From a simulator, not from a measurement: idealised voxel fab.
You're looking at the process module voxel self aligned contacts.
Pictured: cross-section cut, 290 nm wide, on a grid of 5 nm square cells.
Bands, listed from the top down, are how a cross-section gets written in this document; the cross-section itself is a grid of square cells, and a band is one or more rows of them.
The band entry comprises the height of the band's top followed by the height of its bottom, expressed in nm, and subsequently the band's materials from left to right, each stated together with its width in nm. Where a single material is marked with the word "edge to edge", that material fills the band from edge to edge. The word "air" represents empty space.
Basically, 0 is our baseline, since under it the wafer straight out of the box is all one material. The bottom band has no lower end and keeps on going down, so it looks like "0 nm and below".
A two-number width, for instance "30 to 40", indicates that the width is equal to the first number in the top row of the band and to the second number in the bottom row, and that it changes by a constant amount per row of cells.
"changes: none", as given for a step, is the statement that not any cell of the cross-section underwent a change during that step.
"Encapsulated voids" enumerates empty spaces isolated from the top, with no open way to it, that contain at least 8 cells, giving each as width x height at distance from the left edge, all three in nm.
Read whatever lies past the settings on a step's line as the simulator's own remark about the step.
"overlay nm" denotes, for a step that has a mask, the displacement of the mask to the right of its planned place, with negative values corresponding to the left.

## Planned step list for the process
1. RECEIVE, material Si
2. CONFORMAL_DEP, material SiO2, thk nm 5
3. DIRECTIONAL_DEP, material polySi, thk nm 25
4. DIRECTIONAL_DEP, material SiN, thk nm 20
5. DIRECTIONAL_DEP, material aC, thk nm 10
6. PATTERN, tone cover, mask id GATE, material resist, width nm 35, pitch nm 60, thk nm 25, overlay nm 0
7. DIRECTIONAL_ETCH, etch materials aC, depth nm 10
8. STRIP, etch materials resist
9. DIRECTIONAL_ETCH, etch materials SiN, depth nm 20
10. DIRECTIONAL_ETCH, etch materials polySi, depth nm 25
11. STRIP, etch materials aC
12. CONFORMAL_DEP, material SiN, thk nm 5
13. DIRECTIONAL_ETCH, etch materials SiN, depth nm 5
14. FILL_DEP, material SiO2, thk nm 10
15. CMP, height nm 55
16. MASKED_ETCH, tone open, mask id CONTACT, width nm 35, etch materials SiO2, depth nm 55, overlay nm 0
17. CONFORMAL_DEP, material TiN, thk nm 5
18. FILL_DEP, material W, thk nm 5
19. CMP, height nm 55
20. CONFORMAL_DEP, material SiN, thk nm 5

## Incoming wafer in cross-section (state: after step 1)
* 0 nm and below = Si edge to edge
* Encapsulated voids: none

## Looking at the first of two wafers in cross-section at end of module - ran to plan
* 60 nm to 55 nm = SiN edge to edge
* 55 nm to 50 nm = 125 of SiO2  15 of TiN  5 of W  15 of TiN  130 of SiO2
* 50 nm to 30 nm = 90 of SiO2  45 of SiN  5 of TiN  5 of W  5 of TiN  45 of SiN  95 of SiO2
* 30 nm to 5 nm = 90 of SiO2  5 of SiN  35 of polySi  5 of SiN  5 of TiN  5 of W  5 of TiN  5 of SiN  35 of polySi  5 of SiN  95 of SiO2
* 5 nm to 0 nm = 135 of SiO2  15 of TiN  140 of SiO2
* 0 nm and below = Si edge to edge
* Encapsulated voids: none

## Second wafer through the module, sectioned at the end: same beginning and same plan as the first wafer, with one mistake in carrying it out
* 60 nm to 55 nm = SiN edge to edge
* 55 nm to 50 nm = 125 of SiO2  15 of TiN  5 of W  15 of TiN  130 of SiO2
* 50 nm to 30 nm = 90 of SiO2  45 of SiN  5 of TiN  5 of W  5 of TiN  45 of SiN  95 of SiO2
* 30 nm to 15 nm = 90 of SiO2  5 of SiN  35 of polySi  5 of SiN  5 of TiN  5 of W  5 of TiN  5 of SiN  35 of polySi  5 of SiN  95 of SiO2
* 15 nm to 10 nm = 90 of SiO2  5 of SiN  35 of polySi  5 of SiN  15 of TiN  5 of SiN  35 of polySi  5 of SiN  95 of SiO2
* 10 nm to 5 nm = 95 of SiN  35 of polySi  25 of SiN  35 of polySi  100 of SiN
* 5 nm to 0 nm = SiO2 edge to edge
* 0 nm and below = Si edge to edge
* Encapsulated voids: none
what went wrong: steps 12 and 13: order swapped relative to plan
Heads up, by the end the second wafer has more or fewer cells of some materials compared to the first: SiN +40, SiO2 -34, TiN -4, W -2
